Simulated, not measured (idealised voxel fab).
The process module that follows is named voxel transistor to metal.
cross-section cut | 160 nm wide | cells 5 nm
How to read a cross-section here: the picture is a grid of square cells, written as bands going from the top down, and any band can span one or more rows of cells.
Band: top and bottom heights (nm) first, top before bottom; then materials from left to right, widths in nm. "edge to edge" marks a sole material filling the band edge to edge. "air" denotes empty space.
Note: height 0 marks the level under which the wafer is uniformly one material as received. Lowest band unbounded below, written "0 nm and below".
The notation "30->40" denotes a width that varies across the rows of cells in the band, beginning at the first number in the top row, finishing at the second number in the bottom row, and changing by an identical amount from each row to the next.
What does "left unchanged" mean for a step? It means no cell of the cross-section changed in that step.
Empty spaces counting at least 8 cells and having no open way to the top are listed in "Trapped void list". The notation width x height at distance is used for each, the distance being from the left edge and all three values in nm.
Formally, on a step line, whatever follows the settings is a remark that the simulator itself makes on the step.
overlay nm: for a step with a mask, the amount by which the mask lay right of where it was planned; a negative amount means left of it.

The process steps that were planned are listed below:
1. RECEIVE [material Si]
2. CONFORMAL_DEP [material SiO2] [thk nm 5]
3. CONFORMAL_DEP [material SiN] [thk nm 10]
4. MASKED_ETCH [tone cover] [mask id ACTIVE] [width nm 100] [etch materials SiN] [depth nm 10] [overlay nm 0]
5. MASKED_ETCH [tone cover] [mask id ACTIVE] [width nm 100] [etch materials SiO2] [depth nm 5] [overlay nm 0]
6. MASKED_ETCH [tone cover] [mask id ACTIVE] [width nm 100] [etch materials Si] [depth nm 20] [overlay nm 0]
7. OXIDIZE [depth nm 5]
8. FILL_DEP [material SiO2] [thk nm 5]
9. CMP [height nm 15]
10. SELECTIVE_ETCH [etch materials SiO2] [depth nm 10]
11. STRIP [etch materials SiN]
12. SELECTIVE_ETCH [etch materials SiO2] [depth nm 5]
13. OXIDIZE [depth nm 5]
14. DIRECTIONAL_DEP [material polySi] [thk nm 20]
15. DIRECTIONAL_DEP [material SiCN] [thk nm 10]
16. DIRECTIONAL_DEP [material aC] [thk nm 15]
17. PATTERN [tone cover] [mask id GATE] [material resist] [width nm 30] [thk nm 30] [overlay nm 0]
18. DIRECTIONAL_ETCH [etch materials aC] [depth nm 15]
19. STRIP [etch materials resist]
20. DIRECTIONAL_ETCH [etch materials SiCN] [depth nm 20]
21. DIRECTIONAL_ETCH [etch materials polySi] [depth nm 30]
22. STRIP [etch materials aC]
23. CONFORMAL_DEP [material SiO2] [thk nm 5]
24. DIRECTIONAL_ETCH [etch materials SiO2] [depth nm 5]
25. CONFORMAL_DEP [material SiN] [thk nm 10]
26. DIRECTIONAL_ETCH [etch materials SiN] [depth nm 10]
27. DIRECTIONAL_ETCH [etch materials SiO2] [depth nm 5]
28. DIRECTIONAL_ETCH [etch materials Si] [depth nm 15]
29. EPI [material SiGe] [thk nm 20]
30. FILL_DEP [material SiO2] [thk nm 5]
31. CMP [height nm 20]
32. STRIP [etch materials polySi]
33. SELECTIVE_ETCH [etch materials SiO2] [depth nm 5]
34. CONFORMAL_DEP [material HfO2] [thk nm 5]
35. CONFORMAL_DEP [material TiN] [thk nm 5]
36. FILL_DEP [material W] [thk nm 5]
37. CMP [height nm 15]
38. DIRECTIONAL_DEP [material SiO2] [thk nm 15]
39. MASKED_ETCH [tone open] [mask id CONTACT] [width nm 15] [pitch nm 75] [etch materials SiO2] [depth nm 15] [overlay nm 0]
40. CONFORMAL_DEP [material TiN] [thk nm 5]
41. FILL_DEP [material Ru] [thk nm 10]
42. CMP [height nm 30]
43. DIRECTIONAL_DEP [material TiN] [thk nm 5]
44. DIRECTIONAL_DEP [material W] [thk nm 15]
45. DIRECTIONAL_DEP [material aC] [thk nm 15]
46. PATTERN [tone cover] [mask id METAL_1] [material resist] [width nm 15] [pitch nm 75] [thk nm 30] [overlay nm 0]
47. DIRECTIONAL_ETCH [etch materials aC] [depth nm 15]
48. STRIP [etch materials resist]
49. DIRECTIONAL_ETCH [etch materials W] [depth nm 15]
50. DIRECTIONAL_ETCH [etch materials TiN] [depth nm 5]
51. STRIP [etch materials aC]
52. FILL_DEP [material lowk] [thk nm 10]
53. CMP [height nm 50]
54. CONFORMAL_DEP [material SiN] [thk nm 5]

This is the cross-section of the wafer as we received it, i.e. after step 1:
  0 nm and below: Si edge to edge
  Trapped void list: none

End-of-module cross-section. Starting structure and process plan as above; one mistake made in running it:
  55 nm to 50 nm: SiN edge to edge
  50 nm to 35 nm: 35 lowk, then 15 W, then 60 lowk, then 15 W, then 35 lowk
  35 nm to 30 nm: 35 lowk, then 15 TiN, then 60 lowk, then 15 TiN, then 35 lowk
  30 nm to 20 nm: 35 SiO2, then 5 TiN, then 5 Ru, then 5 TiN, then 60 SiO2, then 5 TiN, then 5 Ru, then 5 TiN, then 35 SiO2
  20 nm to 15 nm: 35 SiO2, then 15 TiN, then 60 SiO2, then 15 TiN, then 35 SiO2
  15 nm to 5 nm: 35 SiO2, then 20 SiGe, then 10 SiN, then 5 HfO2, then 5 TiN, then 10 W, then 5 TiN, then 5 HfO2, then 10 SiN, then 20 SiGe, then 35 SiO2
  5 nm to 0 nm: 35 SiO2, then 20 SiGe, then 10 SiN, then 5 HfO2, then 20 TiN, then 5 HfO2, then 10 SiN, then 20 SiGe, then 35 SiO2
  0 nm to -5 nm: 25 SiO2, then 30 SiGe, then 10 SiN, then 30 HfO2, then 10 SiN, then 30 SiGe, then 25 SiO2
  -5 nm to -10 nm: 25 SiO2, then 30 SiGe, then 50 Si, then 30 SiGe, then 25 SiO2
  -10 nm to -20 nm: 35 SiO2, then 20 SiGe, then 50 Si, then 20 SiGe, then 35 SiO2
  -20 nm to -25 nm: 35 SiO2, then 90 Si, then 35 SiO2
  -25 nm and below: Si edge to edge
  Trapped void list: none
In executing the process, a mistake was made relative to the plan: plan step 23 skipped
